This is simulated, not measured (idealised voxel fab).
process module | voxel air gaps
cross-section cut | 185 nm wide | cells 5 nm
A cross-section is a grid of square cells, given in bands from the top down. A band is one or more rows of cells.
Each band's line starts with the height of the band's top and of its bottom, in nm. Then come its materials from left to right, each with its width in nm. One material with "throughout" fills the band from edge to edge. "air" is empty space.
Height 0 is the level under which the wafer as received is all one material. The lowest band goes on downwards, as in "0 down".
A width such as "30 to 40" changes by the same amount from each row of cells to the next, from the band's top row to its bottom row.
"no change" after a step means that no cell of the cross-section changed.
closed voids: empty space of 8 cells or more with no open way to the top, each as width x height at its distance from the left edge, in nm
after a step's settings: what the simulator itself notes on the step
overlay nm, on a step with a mask: how far to the right of its planned place the mask lay; to the left if negative
plan
1 op RECEIVE | material Si
2 op CONFORMAL_DEP | material SiO2 | thk nm 10
3 op CONFORMAL_DEP | material SiN | thk nm 5
4 op DIRECTIONAL_DEP | material lowk | thk nm 30
5 op PATTERN | tone open | mask id LINES | material resist | width nm 20 | pitch nm 45 | thk nm 15 | overlay nm 0
6 op DIRECTIONAL_ETCH | etch materials lowk | depth nm 30
7 op STRIP | etch materials resist
8 op CONFORMAL_DEP | material TiN | thk nm 5
9 op FILL_DEP | material W | thk nm 10
10 op CMP | height nm 45
11 op EPI | material Ru | thk nm 10
12 op SELECTIVE_ETCH | etch materials lowk | depth nm 40
13 op CONFORMAL_DEP | material SiN | thk nm 5
first wafer, as planned
as received, after step 1
  0 down: Si throughout
  closed voids: none
after step 2
  10 to 0: SiO2 throughout
  below 0: unchanged
after step 3
  15 to 10: SiN throughout
  below 10: unchanged
after step 4
  45 to 15: lowk throughout
  below 15: unchanged
after step 5
  60 to 45: resist 35 | air 20 | resist 25 | air 20 | resist 25 | air 20 | resist 40
  below 45: unchanged
after step 6
  60 to 45: resist 35 | air 20 | resist 25 | air 20 | resist 25 | air 20 | resist 40
  45 to 15: lowk 35 | air 20 | lowk 25 | air 20 | lowk 25 | air 20 | lowk 40
  below 15: unchanged
after step 7
  45 to 15: lowk 35 | air 20 | lowk 25 | air 20 | lowk 25 | air 20 | lowk 40
  below 15: unchanged
after step 8
  50 to 45: TiN 40 | air 10 | TiN 35 | air 10 | TiN 35 | air 10 | TiN 45
  45 to 20: lowk 35 | TiN 5 | air 10 | TiN 5 | lowk 25 | TiN 5 | air 10 | TiN 5 | lowk 25 | TiN 5 | air 10 | TiN 5 | lowk 40
  20 to 15: lowk 35 | TiN 20 | lowk 25 | TiN 20 | lowk 25 | TiN 20 | lowk 40
  below 15: unchanged
after step 9
  60 to 50: W throughout
  50 to 45: TiN 40 | W 10 | TiN 35 | W 10 | TiN 35 | W 10 | TiN 45
  45 to 20: lowk 35 | TiN 5 | W 10 | TiN 5 | lowk 25 | TiN 5 | W 10 | TiN 5 | lowk 25 | TiN 5 | W 10 | TiN 5 | lowk 40
  below 20: unchanged
after step 10
  45 to 20: lowk 35 | TiN 5 | W 10 | TiN 5 | lowk 25 | TiN 5 | W 10 | TiN 5 | lowk 25 | TiN 5 | W 10 | TiN 5 | lowk 40
  below 20: unchanged
after step 11
  55 to 45: air 25 | Ru 40 | air 5 | Ru 40 | air 5 | Ru 40 | air 30
  below 45: unchanged
after step 12
  55 to 45: air 25 | Ru 40 | air 5 | Ru 40 | air 5 | Ru 40 | air 30
  45 to 20: air 35 | TiN 5 | W 10 | TiN 5 | air 25 | TiN 5 | W 10 | TiN 5 | air 25 | TiN 5 | W 10 | TiN 5 | air 40
  20 to 15: air 35 | TiN 20 | air 25 | TiN 20 | air 25 | TiN 20 | air 40
  below 15: unchanged
after step 13
  60 to 55: air 20 | SiN 140 | air 25
  55 to 45: air 20 | SiN 5 | Ru 40 | SiN 5 | Ru 40 | SiN 5 | Ru 40 | SiN 5 | air 25
  45 to 40: air 20 | SiN 15 | TiN 5 | W 10 | TiN 5 | SiN 25 | TiN 5 | W 10 | TiN 5 | SiN 25 | TiN 5 | W 10 | TiN 5 | SiN 15 | air 25
  40 to 20: air 30 | SiN 5 | TiN 5 | W 10 | TiN 5 | SiN 5 | air 15 | SiN 5 | TiN 5 | W 10 | TiN 5 | SiN 5 | air 15 | SiN 5 | TiN 5 | W 10 | TiN 5 | SiN 5 | air 35
  20 to 15: SiN 35 | TiN 20 | SiN 25 | TiN 20 | SiN 25 | TiN 20 | SiN 40
  below 15: unchanged
  closed voids: 15 x 20 at 60; 15 x 20 at 105
second wafer: like start, like plan, one mistake. Through step 4 it matches the first wafer
when step 5 should have ended
  60 to 45: resist 40 | air 15 | resist 30 | air 15 | resist 30 | air 15 | resist 40
  below 45: unchanged
when step 6 should have ended
  60 to 45: resist 40 | air 15 | resist 30 | air 15 | resist 30 | air 15 | resist 40
  45 to 15: lowk 40 | air 15 | lowk 30 | air 15 | lowk 30 | air 15 | lowk 40
  below 15: unchanged
when step 7 should have ended
  45 to 15: lowk 40 | air 15 | lowk 30 | air 15 | lowk 30 | air 15 | lowk 40
  below 15: unchanged
when step 8 should have ended
  50 to 45: TiN 45 | air 5 | TiN 40 | air 5 | TiN 40 | air 5 | TiN 45
  45 to 20: lowk 40 | TiN 5 | air 5 | TiN 5 | lowk 30 | TiN 5 | air 5 | TiN 5 | lowk 30 | TiN 5 | air 5 | TiN 5 | lowk 40
  20 to 15: lowk 40 | TiN 15 | lowk 30 | TiN 15 | lowk 30 | TiN 15 | lowk 40
  below 15: unchanged
when step 9 should have ended
  60 to 50: W throughout
  50 to 45: TiN 45 | W 5 | TiN 40 | W 5 | TiN 40 | W 5 | TiN 45
  45 to 20: lowk 40 | TiN 5 | W 5 | TiN 5 | lowk 30 | TiN 5 | W 5 | TiN 5 | lowk 30 | TiN 5 | W 5 | TiN 5 | lowk 40
  below 20: unchanged
when step 10 should have ended
  45 to 20: lowk 40 | TiN 5 | W 5 | TiN 5 | lowk 30 | TiN 5 | W 5 | TiN 5 | lowk 30 | TiN 5 | W 5 | TiN 5 | lowk 40
  below 20: unchanged
when step 11 should have ended
  55 to 45: air 30 | Ru 35 | air 10 | Ru 35 | air 10 | Ru 35 | air 30
  below 45: unchanged
when step 12 should have ended
  55 to 45: air 30 | Ru 35 | air 10 | Ru 35 | air 10 | Ru 35 | air 30
  45 to 20: air 40 | TiN 5 | W 5 | TiN 5 | air 30 | TiN 5 | W 5 | TiN 5 | air 30 | TiN 5 | W 5 | TiN 5 | air 40
  20 to 15: air 40 | TiN 15 | air 30 | TiN 15 | air 30 | TiN 15 | air 40
  below 15: unchanged
when step 13 should have ended
  60 to 55: air 25 | SiN 135 | air 25
  55 to 45: air 25 | SiN 5 | Ru 35 | SiN 10 | Ru 35 | SiN 10 | Ru 35 | SiN 5 | air 25
  45 to 40: air 25 | SiN 15 | TiN 5 | W 5 | TiN 5 | SiN 30 | TiN 5 | W 5 | TiN 5 | SiN 30 | TiN 5 | W 5 | TiN 5 | SiN 15 | air 25
  40 to 20: air 35 | SiN 5 | TiN 5 | W 5 | TiN 5 | SiN 5 | air 20 | SiN 5 | TiN 5 | W 5 | TiN 5 | SiN 5 | air 20 | SiN 5 | TiN 5 | W 5 | TiN 5 | SiN 5 | air 35
  20 to 15: SiN 40 | TiN 15 | SiN 30 | TiN 15 | SiN 30 | TiN 15 | SiN 40
  below 15: unchanged
  closed voids: 20 x 20 at 60; 20 x 20 at 105
what went wrong: step 5 ran as: op PATTERN | tone open | mask id LINES | material resist | width nm 15 | pitch nm 45 | thk nm 15 | overlay nm 0
at the end the second wafer has, in cells: 6 fewer of Ru | 8 more of SiN | 3 fewer of TiN | 15 fewer of W
